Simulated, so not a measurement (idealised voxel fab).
Proc. module: voxel transistor to metal
FYI the section here is cut, 170 nm wide, cells are 5 nm squares.
Cross-section = grid of square cells, listed top down in bands; band = one or more rows.
The entry gives the band's vertical extent as a top height and a bottom height in nm, then its horizontal make-up as materials from left to right, each with a width in nm. "blank" stands for empty space; a single material marked "everywhere" fills the band edge to edge.
Below 0: as-received wafer, all one material; heights counted from there. Lowest band: no bottom, goes on down, written "0..down".
So if you see something like "30->40" for the width, read it as the top row of the band sitting at the first number and the bottom row at the second, with every row in between moving by the same amount as the last.
No cell of the cross-section changed in a step that is given as "nothing got changed".
Basically, "Sealed void inventory" tells you about the enclosed voids: empty spaces with no open way to the top, 8 cells or bigger, each written width x height at distance, where distance is from the left edge, all in nm.
after a step's settings: what the simulator itself notes on the step
The line of a step may include "overlay nm". On a step with a mask, this value is how far to the right of its planned place the mask lay. A negative value means the mask lay to the left.

The process steps that were planned are listed below
1 op RECEIVE | material Si
2 op OXIDIZE | depth nm 5
3 op CONFORMAL_DEP | material SiN | thk nm 10
4 op PATTERN | tone cover | mask id ACTIVE | material resist | width nm 95 | thk nm 20 | overlay nm 0
5 op DIRECTIONAL_ETCH | etch materials SiN | depth nm 10
6 op DIRECTIONAL_ETCH | etch materials SiO2 | depth nm 5
7 op DIRECTIONAL_ETCH | etch materials Si | depth nm 35
8 op STRIP | etch materials resist
9 op OXIDIZE | depth nm 5
10 op FILL_DEP | material SiO2 | thk nm 15
11 op CMP | height nm 10
12 op SELECTIVE_ETCH | etch materials SiO2 | depth nm 10
13 op STRIP | etch materials SiN
14 op SELECTIVE_ETCH | etch materials SiO2 | depth nm 5
15 op OXIDIZE | depth nm 5
16 op DIRECTIONAL_DEP | material polySi | thk nm 25
17 op DIRECTIONAL_DEP | material SiCN | thk nm 10
18 op MASKED_ETCH | tone cover | mask id GATE | width nm 25 | etch materials SiCN | depth nm 20 | overlay nm 0
19 op MASKED_ETCH | tone cover | mask id GATE | width nm 25 | etch materials polySi | depth nm 35 | overlay nm 0
20 op CONFORMAL_DEP | material SiO2 | thk nm 5
21 op DIRECTIONAL_ETCH | etch materials SiO2 | depth nm 5
22 op CONFORMAL_DEP | material SiN | thk nm 10
23 op DIRECTIONAL_ETCH | etch materials SiN | depth nm 10
24 op DIRECTIONAL_ETCH | etch materials SiO2 | depth nm 5
25 op EPI | material pSi | thk nm 5
26 op FILL_DEP | material SiO2 | thk nm 10
27 op CMP | height nm 20
28 op STRIP | etch materials polySi
29 op SELECTIVE_ETCH | etch materials SiO2 | depth nm 5
30 op CONFORMAL_DEP | material HfO2 | thk nm 5
31 op CONFORMAL_DEP | material TiN | thk nm 5
32 op FILL_DEP | material W | thk nm 10
33 op CMP | height nm 15
34 op DIRECTIONAL_DEP | material SiO2 | thk nm 15
35 op MASKED_ETCH | tone open | mask id CONTACT | width nm 15 | pitch nm 70 | etch materials SiO2 | depth nm 35 | overlay nm 0
36 op CONFORMAL_DEP | material TiN | thk nm 5
37 op FILL_DEP | material W | thk nm 10
38 op CMP | height nm 30
39 op CONFORMAL_DEP | material SiN | thk nm 5
40 op DIRECTIONAL_DEP | material lowk | thk nm 20
41 op MASKED_ETCH | tone open | mask id METAL_1 | width nm 15 | pitch nm 70 | etch materials lowk | depth nm 20 | overlay nm 0
42 op MASKED_ETCH | tone open | mask id METAL_1 | width nm 15 | pitch nm 70 | etch materials SiN | depth nm 5 | overlay nm 0
43 op CONFORMAL_DEP | material TiN | thk nm 5
44 op FILL_DEP | material W | thk nm 5
45 op CMP | height nm 55
46 op EPI | material Ru | thk nm 5
47 op FILL_DEP | material SiCN | thk nm 5

Wafer at receipt (post step 1), cross-section
    0..down  Si everywhere
    Sealed void inventory: none

Run as planned - first of the two wafers cross-sectioned at the end of the module
    65..60  SiCN everywhere
    60..55  SiCN (35); Ru (25); SiCN (45); Ru (25); SiCN (40)
    55..35  lowk (40); TiN (5); W (5); TiN (5); lowk (55); TiN (5); W (5); TiN (5); lowk (45)
    35..30  SiN (40); TiN (15); SiN (55); TiN (15); SiN (45)
    30..15  SiO2 (40); TiN (5); W (5); TiN (5); SiO2 (55); TiN (5); W (5); TiN (5); SiO2 (45)
    15..0  SiO2 (40); TiN (5); W (5); TiN (5); SiN (10); HfO2 (5); TiN (5); W (15); TiN (5); HfO2 (5); SiN (10); TiN (5); W (5); TiN (5); SiO2 (45)
    0..-5  SiO2 (40); TiN (15); SiN (10); HfO2 (5); TiN (25); HfO2 (5); SiN (10); TiN (15); SiO2 (45)
    -5..-10  SiO2 (35); pSi (20); SiO2 (10); HfO2 (35); SiO2 (10); pSi (20); SiO2 (40)
    -10..-45  SiO2 (40); Si (85); SiO2 (45)
    -45..down  Si everywhere
    Sealed void inventory: none

Wafer two cross-section, module end. Start and plan unchanged from wafer one; one mistake made during the run
    65..60  SiCN everywhere
    60..55  SiCN (40); Ru (25); SiCN (45); Ru (25); SiCN (35)
    55..40  lowk (45); TiN (5); W (5); TiN (5); lowk (55); TiN (5); W (5); TiN (5); lowk (40)
    40..35  lowk (45); TiN (15); lowk (55); TiN (15); lowk (40)
    35..30  SiN (45); TiN (10); SiN (60); TiN (10); SiN (45)
    30..15  SiO2 (40); TiN (5); W (5); TiN (5); SiO2 (55); TiN (5); W (5); TiN (5); SiO2 (45)
    15..0  SiO2 (40); TiN (5); W (5); TiN (5); SiN (10); HfO2 (5); TiN (5); W (15); TiN (5); HfO2 (5); SiN (10); TiN (5); W (5); TiN (5); SiO2 (45)
    0..-5  SiO2 (40); TiN (15); SiN (10); HfO2 (5); TiN (25); HfO2 (5); SiN (10); TiN (15); SiO2 (45)
    -5..-10  SiO2 (35); pSi (20); SiO2 (10); HfO2 (35); SiO2 (10); pSi (20); SiO2 (40)
    -10..-45  SiO2 (40); Si (85); SiO2 (45)
    -45..down  Si everywhere
    Sealed void inventory: none
Run error: step 41 was not run as planned; what actually ran was op MASKED_ETCH | tone open | mask id METAL_1 | width nm 15 | pitch nm 70 | etch materials lowk | depth nm 20 | overlay nm 5
Per the end-of-run cell counts, the second wafer holds more or fewer of some materials than the first: 2 more of SiN, 2 fewer of W
